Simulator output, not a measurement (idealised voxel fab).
process module | voxel released beams
cross-section cut | 255 nm wide | cells 5 nm
A cross-section is a grid of square cells, given in bands from the top down. A band is one or more rows of cells.
Each band's line starts with the height of the band's top and of its bottom, in nm. Then come its materials from left to right, each with its width in nm. One material with "throughout" fills the band from edge to edge. "air" is empty space.
Height 0 is the level under which the wafer as received is all one material. The lowest band goes on downwards, as in "0 down".
A width such as "30 to 40" changes by the same amount from each row of cells to the next, from the band's top row to its bottom row.
"no change" after a step means that no cell of the cross-section changed.
closed voids: empty space of 8 cells or more with no open way to the top, each as width x height at its distance from the left edge, in nm
after a step's settings: what the simulator itself notes on the step
overlay nm, on a step with a mask: how far to the right of its planned place the mask lay; to the left if negative
plan
1 op RECEIVE | material Si
2 op CONFORMAL_DEP | material SiN | thk nm 10
3 op DIRECTIONAL_DEP | material SiO2 | thk nm 15
4 op DIRECTIONAL_DEP | material aC | thk nm 15
5 op PATTERN | tone open | mask id ANCHOR | material resist | width nm 45 | thk nm 30 | overlay nm 0
6 op DIRECTIONAL_ETCH | etch materials aC | depth nm 15
7 op STRIP | etch materials resist
8 op DIRECTIONAL_ETCH | etch materials SiO2 | depth nm 15
9 op STRIP | etch materials aC
10 op CONFORMAL_DEP | material TiN | thk nm 15
11 op MASKED_ETCH | tone cover | mask id BEAM | width nm 95 | etch materials TiN | depth nm 15 | overlay nm 0
12 op STRIP | etch materials SiO2
as received, after step 1
  0 down: Si throughout
  closed voids: none
a wafer at the end: this start, this plan, one mistake
  40 to 25: air 70 | TiN 25 | air 15 | TiN 65 | air 80
  25 to 10: air 80 | TiN 45 | air 130
  10 to 0: SiN throughout
  0 down: Si throughout
  closed voids: none
what went wrong: step 11 ran as: op MASKED_ETCH | tone cover | mask id BEAM | width nm 105 | etch materials TiN | depth nm 15 | overlay nm 0
